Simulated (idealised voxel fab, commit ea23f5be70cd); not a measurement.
Herein follows the process module entitled voxel capacitor over wiring.
The figure presents cross-section cut, which has a width of 270 nm and is divided into square cells with an edge length of 5 nm.
Notation: cross-section as square-cell grid; stated in bands, top first, going down; one or more cell rows per band.
Basically the band line says how high the top is and how high the bottom is, in nm, and then what's in it from left to right, every material with its width in nm. Empty space shows up as "blank", and if a single material carries "everywhere" it runs the full band edge to edge.
Heights are expressed relative to 0, this being the level below which the as-received wafer comprises one material exclusively. The lowest band is unbounded in the downward direction and is denoted as in "top 0, no bottom".
Quick explanation for "30..40": the width changes in equal steps down the rows of cells, from the first number in the band's top row to the second number in its bottom row.
It should be understood that the words "no alteration", when stated for a given step, signify that the cross-section underwent no change in any of its cells during that step.
Any empty space of 8 cells or more lacking an open way to the top shows up in "Sealed internal cavities" as width x height at distance, distance from the left edge, in nm.
Past the settings on a step's line: simulator remark, on that step.
A step's line can hold "overlay nm"; with a mask on that step, the setting says how far right of the planned place the mask lay, while a negative setting says it lay to the left.

**The steps planned for the process are as follows**
step 1: RECEIVE,material Si
step 2: CONFORMAL_DEP,material SiO2,thk nm 10
step 3: CONFORMAL_DEP,material SiN,thk nm 5
step 4: DIRECTIONAL_DEP,material SiO2,thk nm 20
step 5: DIRECTIONAL_DEP,material aC,thk nm 10
step 6: PATTERN,tone open,mask id METAL_1,material resist,width nm 25,pitch nm 90,thk nm 25,overlay nm 0
step 7: DIRECTIONAL_ETCH,etch materials aC,depth nm 10
step 8: STRIP,etch materials resist
step 9: DIRECTIONAL_ETCH,etch materials SiO2,depth nm 20
step 10: DIRECTIONAL_ETCH,etch materials SiN,depth nm 5
step 11: STRIP,etch materials aC
step 12: CONFORMAL_DEP,material TiN,thk nm 5
step 13: FILL_DEP,material W,thk nm 10
step 14: CMP,height nm 35
step 15: CONFORMAL_DEP,material SiCN,thk nm 5
step 16: DIRECTIONAL_DEP,material lowk,thk nm 15
step 17: PATTERN,tone open,mask id PLUG_1,material resist,width nm 15,thk nm 15,overlay nm 0
step 18: DIRECTIONAL_ETCH,etch materials lowk,depth nm 15
step 19: DIRECTIONAL_ETCH,etch materials SiCN,depth nm 5
step 20: STRIP,etch materials resist
step 21: EPI,material Ru,thk nm 10
step 22: EPI,material Ru,thk nm 10
step 23: DIRECTIONAL_DEP,material TiN,thk nm 10
step 24: DIRECTIONAL_DEP,material HfO2,thk nm 5
step 25: DIRECTIONAL_DEP,material TiN,thk nm 5
step 26: PATTERN,tone cover,mask id UPPER_PLATE,material resist,width nm 70,thk nm 15,overlay nm 0
step 27: DIRECTIONAL_ETCH,etch materials TiN,depth nm 5
step 28: DIRECTIONAL_ETCH,etch materials HfO2,depth nm 5
step 29: STRIP,etch materials resist
step 30: MASKED_ETCH,tone cover,mask id LOWER_PLATE,width nm 80,etch materials TiN,depth nm 10,overlay nm 0
step 31: FILL_DEP,material SiO2,thk nm 20
step 32: CMP,height nm 90
step 33: MASKED_ETCH,tone open,mask id PLUG_2,width nm 15,etch materials SiO2,depth nm 15,overlay nm 0
step 34: CONFORMAL_DEP,material TiN,thk nm 5
step 35: FILL_DEP,material W,thk nm 5
step 36: CMP,height nm 90
step 37: CONFORMAL_DEP,material SiN,thk nm 5

**The cross-section here shows the wafer as received, i.e. in its state after step 1**
top 0, no bottom = Si everywhere
Sealed internal cavities: none

**Result of the module, cross-sectioned: start per above, plan per above, one error in how it was run**
top 95, bottom 90 = SiN everywhere
top 90, bottom 80 = W=90, TiN=5, SiO2=15, TiN=5, W=155
top 80, bottom 75 = TiN=95, SiO2=15, TiN=160
top 75, bottom 70 = SiO2=85, TiN=70, SiO2=115
top 70, bottom 65 = SiO2=85, HfO2=70, SiO2=115
top 65, bottom 55 = SiO2=80, TiN=80, SiO2=110
top 55, bottom 40 = lowk=85, Ru=15, lowk=170
top 40, bottom 35 = SiCN=85, Ru=15, SiCN=170
top 35, bottom 15 = SiO2=75, TiN=5, W=15, TiN=5, SiO2=65, TiN=5, W=15, TiN=5, SiO2=80
top 15, bottom 10 = SiN=75, TiN=25, SiN=65, TiN=25, SiN=80
top 10, bottom 0 = SiO2 everywhere
top 0, no bottom = Si everywhere
Sealed internal cavities: none
The mistake made against the process plan was this: heads up, step 33 didn't go per plan, it actually ran as MASKED_ETCH,tone cover,mask id PLUG_2,width nm 15,etch materials SiO2,depth nm 15,overlay nm 0
